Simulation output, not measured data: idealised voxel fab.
process module | voxel fin reveal
cross-section cut | 160 nm wide | cells 5 nm
A cross-section is a grid of square cells, given in bands from the top down. A band is one or more rows of cells.
Each band's line starts with the height of the band's top and of its bottom, in nm. Then come its materials from left to right, each with its width in nm. One material with "throughout" fills the band from edge to edge. "air" is empty space.
Height 0 is the level under which the wafer as received is all one material. The lowest band goes on downwards, as in "0 down".
A width such as "30 to 40" changes by the same amount from each row of cells to the next, from the band's top row to its bottom row.
"no change" after a step means that no cell of the cross-section changed.
closed voids: empty space of 8 cells or more with no open way to the top, each as width x height at its distance from the left edge, in nm
after a step's settings: what the simulator itself notes on the step
overlay nm, on a step with a mask: how far to the right of its planned place the mask lay; to the left if negative
plan
1 op RECEIVE | material Si
2 op CONFORMAL_DEP | material SiN | thk nm 5
3 op MASKED_ETCH | tone cover | mask id FINS | width nm 15 | pitch nm 45 | etch materials SiN | depth nm 5 | overlay nm 0
4 op MASKED_ETCH | tone cover | mask id FINS | width nm 15 | pitch nm 45 | etch materials Si | depth nm 30 | overlay nm 0
5 op OXIDIZE | depth nm 5
6 op FILL_DEP | material SiO2 | thk nm 10
7 op CMP | height nm 5
8 op SELECTIVE_ETCH | etch materials SiO2 | depth nm 25
9 op STRIP | etch materials SiN
10 op CONFORMAL_DEP | material SiO2 | thk nm 5
as received, after step 1
  0 down: Si throughout
  closed voids: none
first wafer at the end, as planned
  5 to 0: air 50 | SiO2 15 | air 30 | SiO2 15 | air 50
  0 to -15: air 50 | SiO2 5 | Si 5 | SiO2 5 | air 30 | SiO2 5 | Si 5 | SiO2 5 | air 50
  -15 to -35: SiO2 55 | Si 5 | SiO2 40 | Si 5 | SiO2 55
  -35 down: Si throughout
  closed voids: none
second wafer at the end: like start, like plan, one mistake
  5 to 0: air 50 | SiO2 15 | air 30 | SiO2 15 | air 50
  0 to -30: air 50 | SiO2 5 | Si 5 | SiO2 5 | air 30 | SiO2 5 | Si 5 | SiO2 5 | air 50
  -30 to -35: SiO2 55 | Si 5 | SiO2 40 | Si 5 | SiO2 55
  -35 down: Si throughout
  closed voids: none
what went wrong: step 8 was run twice
at the end the second wafer has, in cells: 78 fewer of SiO2
